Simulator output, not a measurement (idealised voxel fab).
The process module presented herein is designated voxel self aligned vias.
It is cross-section cut that appears here, measuring 140 nm in width, its square cells being 5 nm in size.
Format of a cross-section: grid, square cells. Given as bands. Order: top down. Band: one or more rows of cells. Band: top and bottom heights (nm) first, top before bottom; then materials from left to right, widths in nm. "everywhere" marks a sole material filling the band edge to edge. "blank" denotes empty space. Zero point of the height axis is 0; under it, received wafer = one material. Lowest band: continues down indefinitely, "0 down". The notation "30 to 40" denotes a width that varies across the rows of cells in the band, beginning at the first number in the top row, finishing at the second number in the bottom row, and changing by an identical amount from each row to the next. Take "remained unchanged" at face value: in the step it is given for, the cross-section changed in none of its cells. Entry "Trapped void list" = empty spaces >= 8 cells with no open way to the top; each as width x height at distance, distance from left edge, all nm. Formally, on a step line, whatever follows the settings is a remark that the simulator itself makes on the step. overlay nm: where the mask lay relative to plan, measured to the right, on steps with a mask; negatives go left.

[Set out below are the planned steps of the process]
step 1: RECEIVE [material Si]
step 2: CONFORMAL_DEP [material SiO2] [thk nm 10]
step 3: CONFORMAL_DEP [material SiCN] [thk nm 5]
step 4: DIRECTIONAL_DEP [material lowk] [thk nm 20]
step 5: MASKED_ETCH [tone open] [mask id LINES] [width nm 30] [pitch nm 70] [etch materials lowk] [depth nm 20] [overlay nm 0]
step 6: CONFORMAL_DEP [material TiN] [thk nm 5]
step 7: FILL_DEP [material Ru] [thk nm 5]
step 8: CMP [height nm 35]
step 9: SELECTIVE_ETCH [etch materials W Ru TiN] [depth nm 5]
step 10: FILL_DEP [material SiN] [thk nm 10]
step 11: CMP [height nm 35]
step 12: DIRECTIONAL_DEP [material lowk] [thk nm 20]
step 13: PATTERN [tone open] [mask id VIAS] [material resist] [width nm 40] [thk nm 20] [overlay nm 0]
step 14: DIRECTIONAL_ETCH [etch materials lowk] [depth nm 20]
step 15: DIRECTIONAL_ETCH [etch materials SiN] [depth nm 5]
step 16: STRIP [etch materials resist]
step 17: CONFORMAL_DEP [material TiN] [thk nm 5]
step 18: FILL_DEP [material Cu] [thk nm 10]
step 19: CMP [height nm 55]
step 20: CONFORMAL_DEP [material SiCN] [thk nm 5]

[Cross-sectional view of the wafer in its as-received condition, corresponding to the state after step 1]
    0 down = Si everywhere
    Trapped void list: none

[a wafer at the end: this start, this plan, one mistake]
    60 to 55 = SiCN everywhere
    55 to 40 = lowk 15; TiN 5; Cu 30; TiN 5; lowk 85
    40 to 35 = lowk 15; TiN 10; Cu 20; TiN 10; lowk 85
    35 to 30 = lowk 20; TiN 30; lowk 40; SiN 30; lowk 20
    30 to 25 = lowk 20; TiN 5; Ru 20; TiN 5; lowk 40; TiN 5; Ru 20; TiN 5; lowk 20
    25 to 20 = lowk 20; TiN 30; lowk 40; TiN 30; lowk 20
    20 to 15 = SiCN everywhere
    15 to 0 = SiO2 everywhere
    0 down = Si everywhere
    Trapped void list: none
Run error: step 2 did not use the planned setting and instead ran as CONFORMAL_DEP [material SiO2] [thk nm 15]
